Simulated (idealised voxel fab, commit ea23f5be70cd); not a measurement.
process module | voxel gate over fins
The cross-section on display is named cut; it measures 230 nm wide, and its cells are 5 nm squares.
Cross-section spec: square-cell grid; bands listed top down; each band is one or more rows.
Each band's line starts with the height of the band's top and of its bottom, in nm. Then come its materials from left to right, each with its width in nm. One material with "everywhere" fills the band from edge to edge. "air" is empty space.
Note: height 0 marks the level under which the wafer is uniformly one material as received. Lowest band unbounded below, written "z 0 and below".
Graded width ("30 to 40"): value in top row of band = first number; value in bottom row = second number; row-to-row change constant.
Step marked "nothing different"? Then no cell in the cross-section changed in it.
Empty spaces counting at least 8 cells and having no open way to the top are listed in "Encapsulated voids". The notation width x height at distance is used for each, the distance being from the left edge and all three values in nm.
That trailing text on a step's line, after the settings, is the simulator's own remark on the step.
overlay nm: on a step with a mask, how far right of its planned place the mask lay; negative means left.
Set out below are the planned steps of the process:
1 RECEIVE: material Si
2 CONFORMAL_DEP: material SiN, thk nm 5
3 DIRECTIONAL_DEP: material aC, thk nm 15
4 PATTERN: tone cover, mask id FINS, material resist, width nm 15, pitch nm 45, thk nm 30, overlay nm -15
5 DIRECTIONAL_ETCH: etch materials aC, depth nm 15
6 STRIP: etch materials resist
7 DIRECTIONAL_ETCH: etch materials SiN, depth nm 5
8 DIRECTIONAL_ETCH: etch materials Si, depth nm 40
9 STRIP: etch materials aC
10 OXIDIZE: depth nm 5
11 FILL_DEP: material SiO2, thk nm 15
12 CMP: height nm 5
13 SELECTIVE_ETCH: etch materials SiO2, depth nm 15
14 STRIP: etch materials SiN
15 CONFORMAL_DEP: material HfO2, thk nm 5
16 CONFORMAL_DEP: material TiN, thk nm 5
17 CONFORMAL_DEP: material TiAl, thk nm 5
18 CONFORMAL_DEP: material TiN, thk nm 5
19 FILL_DEP: material W, thk nm 10
20 CMP: height nm 25
21 CONFORMAL_DEP: material SiN, thk nm 10
Be aware that, although all wafers share a common starting state, the overlay nm at step 4 differs among them, and the plan displays the first wafer's value.
First of several wafers (as received, post step 1), cross-sectional view:
* z 0 and below = Si everywhere
* Encapsulated voids: none
Below, a row for every wafer. Read it as the end-of-module picture: for each material the wafer shows its cells gained (+) or lost (-) since it was received, and then its closed voids:
overlay nm -15, +62 HfO2, -378 Si, +92 SiN, +294 SiO2, +62 TiAl, +124 TiN, +66 W, Encapsulated voids: none
overlay nm -10, +62 HfO2, -378 Si, +92 SiN, +294 SiO2, +62 TiAl, +124 TiN, +66 W, Encapsulated voids: none
overlay nm -5, +62 HfO2, -378 Si, +92 SiN, +294 SiO2, +62 TiAl, +124 TiN, +66 W, Encapsulated voids: none
overlay nm 0, +62 HfO2, -378 Si, +92 SiN, +294 SiO2, +62 TiAl, +124 TiN, +66 W, Encapsulated voids: none
overlay nm 5, +62 HfO2, -378 Si, +92 SiN, +294 SiO2, +62 TiAl, +124 TiN, +66 W, Encapsulated voids: none
overlay nm 10, +62 HfO2, -378 Si, +92 SiN, +294 SiO2, +62 TiAl, +124 TiN, +66 W, Encapsulated voids: none
overlay nm 15, +62 HfO2, -378 Si, +92 SiN, +294 SiO2, +62 TiAl, +124 TiN, +66 W, Encapsulated voids: none
